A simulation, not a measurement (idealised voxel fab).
This section sets out a process module, namely voxel fin reveal.
This is section cut - it's 295 nm across, gridded in 5 nm square cells.
Think of the cross-section as a grid of square cells. We describe it in bands, top to bottom, and each band covers one or more rows of those cells.
What a band's entry tells you: where the top is and where the bottom is, as heights in nm, and after that what lies inside, material by material from left to right, each with its width in nm. Empty space is written as the word "air", and a single material marked with the word "everywhere" occupies the band from edge to edge.
It should be noted that heights are counted from 0, beneath which the wafer as supplied is of one material throughout, and that the lowest band possesses no lower boundary but continues downward, as written in "0 nm and below".
Width "30->40": first value at the band's top row of cells, second value at its bottom row, equal change from row to row.
"everything unchanged" -> step changed no cross-section cell.
So "Trapped voids" is basically the list of trapped voids: any empty space of 8 cells or more that can't reach the top through an opening. They're written width x height at distance, the distance being from the left edge, and it's all nm.
The remark found on a step's line after its settings is issued by the simulator itself and pertains to that step.
overlay nm: right-of-plan distance of the mask on a masked step; negative values mean left-of-plan.
The steps planned for the process are as follows
- 1: RECEIVE,material Si
- 2: CONFORMAL_DEP,material SiN,thk nm 10
- 3: DIRECTIONAL_DEP,material aC,thk nm 10
- 4: PATTERN,tone cover,mask id FINS,material resist,width nm 15,pitch nm 45,thk nm 30,overlay nm 0
- 5: DIRECTIONAL_ETCH,etch materials aC,depth nm 10
- 6: STRIP,etch materials resist
- 7: DIRECTIONAL_ETCH,etch materials SiN,depth nm 10
- 8: DIRECTIONAL_ETCH,etch materials Si,depth nm 40
- 9: STRIP,etch materials aC
- 10: FILL_DEP,material SiO2,thk nm 5
- 11: CMP,height nm 10
- 12: SELECTIVE_ETCH,etch materials SiO2,depth nm 25
- 13: STRIP,etch materials SiN
Variable across wafers: step 4 width nm (plan value is that of the first wafer; starting state common to all).
So this is the first of several wafers, cross-sectioned as it came to us, meaning it's at the end of step 1
* 0 nm and below = Si everywhere
* Trapped voids: none
Depicted here is the first of several wafers in cross-section, at module completion following the last step, step 13
* 0 nm to -15 nm = air 70  Si 15  air 30  Si 15  air 30  Si 15  air 30  Si 15  air 75
* -15 nm to -40 nm = SiO2 70  Si 15  SiO2 30  Si 15  SiO2 30  Si 15  SiO2 30  Si 15  SiO2 75
* -40 nm and below = Si everywhere
* Trapped voids: none
Here we cross-sectioned the last of the wafers once the module was done
* 0 nm to -15 nm = air 65  Si 30  air 15  Si 30  air 15  Si 30  air 15  Si 30  air 65
* -15 nm to -40 nm = SiO2 65  Si 30  SiO2 15  Si 30  SiO2 15  Si 30  SiO2 15  Si 30  SiO2 65
* -40 nm and below = Si everywhere
* Trapped voids: none
Here is how to read the rows: every wafer has a row, and it shows the wafer at the end of the module, giving for each material how many cells were gained (+) or lost (-) since the wafer was received, then listing its closed voids
width nm 15, -376 Si, +235 SiO2, Trapped voids: none
width nm 20, -344 Si, +215 SiO2, Trapped voids: none
width nm 25, -312 Si, +195 SiO2, Trapped voids: none
width nm 30, -280 Si, +175 SiO2, Trapped voids: none
